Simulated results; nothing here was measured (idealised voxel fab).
The process module that follows is named voxel double patterning.
It is cross-section cut that appears here, measuring 255 nm in width, its square cells being 5 nm in size.
Cross-section, as written here: a square-cell grid given band by band from the top down, where a band holds one or more rows of cells. Band entry format. Leading values: height of top, height of bottom, nm. Remainder: materials in left-to-right order, each with its width in nm. Special words: "throughout" on a single material, which then fills the band edge to edge; "air", empty space. All heights in this document are referenced to 0, defined as the level beneath which the wafer, as received, consists entirely of one material. The lowest band is not bounded below; it extends indefinitely downward and is written in the form "0 nm and below". A width such as "30->40" changes by the same amount from each row of cells to the next, from the band's top row to its bottom row. Basically "no change occurred" means that step didn't change any cell in the cross-section. In the "Cavities, closed" entry, you get each enclosed empty space of 8 cells or more, one with no open way to the top, written width x height at distance, distance from the left edge, in nm. Read whatever lies past the settings on a step's line as the simulator's own remark about the step. overlay nm: right-of-plan distance of the mask on a masked step; negative values mean left-of-plan.
Here's what the planned process steps look like
step 1: RECEIVE (material Si)
step 2: CONFORMAL_DEP (material SiO2; thk nm 5)
step 3: DIRECTIONAL_DEP (material polySi; thk nm 10)
step 4: DIRECTIONAL_DEP (material SiN; thk nm 5)
step 5: PATTERN (tone open; mask id FIRST; material resist; width nm 15; pitch nm 50; thk nm 20; overlay nm 0)
step 6: DIRECTIONAL_ETCH (etch materials SiN; depth nm 5)
step 7: STRIP (etch materials resist)
step 8: DIRECTIONAL_DEP (material aC; thk nm 10)
step 9: PATTERN (tone open; mask id SECOND; material resist; width nm 15; pitch nm 50; thk nm 30; overlay nm 0)
step 10: DIRECTIONAL_ETCH (etch materials aC; depth nm 10)
step 11: STRIP (etch materials resist)
step 12: DIRECTIONAL_ETCH (etch materials SiN; depth nm 5)
step 13: STRIP (etch materials aC)
step 14: DIRECTIONAL_ETCH (etch materials polySi; depth nm 10)
step 15: STRIP (etch materials SiN)
As-received wafer cross-section (after step 1)
	0 nm and below: Si throughout
	Cavities, closed: none
Here's the cross-section of the first of our two wafers at the end of the module - it ran as planned
	15 nm to 5 nm: polySi (70); air (15); polySi (10); air (15); polySi (10); air (15); polySi (10); air (15); polySi (10); air (15); polySi (70)
	5 nm to 0 nm: SiO2 throughout
	0 nm and below: Si throughout
	Cavities, closed: none
This cross-section belongs to the second wafer of two at the end of the module; the start and the plan were shared with the first, and the run included one mistake
	10 nm to 0 nm: polySi (70); air (15); polySi (10); air (15); polySi (10); air (15); polySi (10); air (15); polySi (10); air (15); polySi (70)
	0 nm and below: Si throughout
	Cavities, closed: none
What was the processing mistake? plan step 2 was not performed, having been skipped
Wafer comparison, final, in cells, second relative to first, materials more or fewer: -51 SiO2
